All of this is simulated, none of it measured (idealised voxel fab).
voxel capacitor over wiring: a process module
cross-section cut | 260 nm wide | cells 5 nm
In what follows, cross-sections appear as grids of square cells, described through bands that run from the top down, where every band is one or more rows of cells.
Top height, bottom height, nm. Materials left to right, width each, nm. Single material + "all across" = fills band edge to edge. "air" = empty.
Heights are expressed relative to 0, this being the level below which the as-received wafer comprises one material exclusively. The lowest band is unbounded in the downward direction and is denoted as in "from 0 down".
Width "30->40": first value at the band's top row of cells, second value at its bottom row, equal change from row to row.
Given "changes: none" for a step, no cell of the cross-section differs between before and after that step.
What "Enclosed void inventory" gives you is every empty space of 8 cells or more that is cut off from the top. Each appears as width x height at distance, with the distance taken from the left edge and width, height and distance all in nm.
Whatever follows a step's settings on its line is a remark the simulator itself makes about that step.
"overlay nm" on a masked step: distance the mask lay right of its planned place, negative for left.
Process steps - plan
- 1: RECEIVE: material Si
- 2: CONFORMAL_DEP: material SiO2, thk nm 10
- 3: DIRECTIONAL_DEP: material TiN, thk nm 5
- 4: DIRECTIONAL_DEP: material W, thk nm 20
- 5: DIRECTIONAL_DEP: material aC, thk nm 15
- 6: PATTERN: tone cover, mask id METAL_1, material resist, width nm 15, pitch nm 90, thk nm 35, overlay nm 0
- 7: DIRECTIONAL_ETCH: etch materials aC, depth nm 15
- 8: STRIP: etch materials resist
- 9: DIRECTIONAL_ETCH: etch materials W, depth nm 20
- 10: DIRECTIONAL_ETCH: etch materials TiN, depth nm 5
- 11: STRIP: etch materials aC
- 12: FILL_DEP: material lowk, thk nm 5
- 13: CMP: height nm 35
- 14: CONFORMAL_DEP: material SiCN, thk nm 5
- 15: DIRECTIONAL_DEP: material lowk, thk nm 10
- 16: MASKED_ETCH: tone open, mask id PLUG_1, width nm 15, etch materials lowk, depth nm 10, overlay nm 0
- 17: MASKED_ETCH: tone open, mask id PLUG_1, width nm 15, etch materials SiCN, depth nm 5, overlay nm 0
- 18: EPI: material Ru, thk nm 10
- 19: EPI: material Ru, thk nm 5
- 20: DIRECTIONAL_DEP: material TiN, thk nm 10
- 21: DIRECTIONAL_DEP: material Al2O3, thk nm 5
- 22: DIRECTIONAL_DEP: material TiN, thk nm 10
- 23: PATTERN: tone cover, mask id UPPER_PLATE, material resist, width nm 70, thk nm 20, overlay nm 0
- 24: DIRECTIONAL_ETCH: etch materials TiN, depth nm 10
- 25: DIRECTIONAL_ETCH: etch materials Al2O3, depth nm 5
- 26: STRIP: etch materials resist
- 27: PATTERN: tone cover, mask id LOWER_PLATE, material resist, width nm 80, thk nm 15, overlay nm 0
- 28: DIRECTIONAL_ETCH: etch materials TiN, depth nm 10
- 29: STRIP: etch materials resist
- 30: FILL_DEP: material SiO2, thk nm 20
- 31: CMP: height nm 90
- 32: PATTERN: tone open, mask id PLUG_2, material resist, width nm 15, thk nm 15, overlay nm 0
- 33: DIRECTIONAL_ETCH: etch materials SiO2, depth nm 15
- 34: STRIP: etch materials resist
- 35: CONFORMAL_DEP: material TiN, thk nm 5
- 36: FILL_DEP: material W, thk nm 5
- 37: CMP: height nm 90
- 38: CONFORMAL_DEP: material SiCN, thk nm 5
Heads up: all these wafers start the same, and what changes between them is the width nm in step 6. The value you see in the plan is just what the first wafer got.
Received wafers, first of several: cross-section after step 1
> from 0 down = Si all across
> Enclosed void inventory: none
For your reference, the table is organized with a row per wafer; each row reflects the wafer at the end of the module, indicating for each material the cells gained (+) or lost (-) since receipt, and thereafter its closed voids
width nm 15 | +14 Al2O3 | +9 Ru | +101 SiCN | +437 SiO2 | +73 TiN | +26 W | +328 lowk | Enclosed void inventory: none
width nm 20 | +14 Al2O3 | +9 Ru | +101 SiCN | +437 SiO2 | +75 TiN | +34 W | +318 lowk | Enclosed void inventory: none
width nm 25 | +14 Al2O3 | +9 Ru | +101 SiCN | +437 SiO2 | +77 TiN | +42 W | +308 lowk | Enclosed void inventory: none
width nm 30 | +14 Al2O3 | +9 Ru | +101 SiCN | +437 SiO2 | +79 TiN | +50 W | +298 lowk | Enclosed void inventory: none
width nm 35 | +14 Al2O3 | +9 Ru | +101 SiCN | +437 SiO2 | +81 TiN | +58 W | +288 lowk | Enclosed void inventory: none
width nm 40 | +14 Al2O3 | +9 Ru | +101 SiCN | +437 SiO2 | +83 TiN | +66 W | +278 lowk | Enclosed void inventory: none
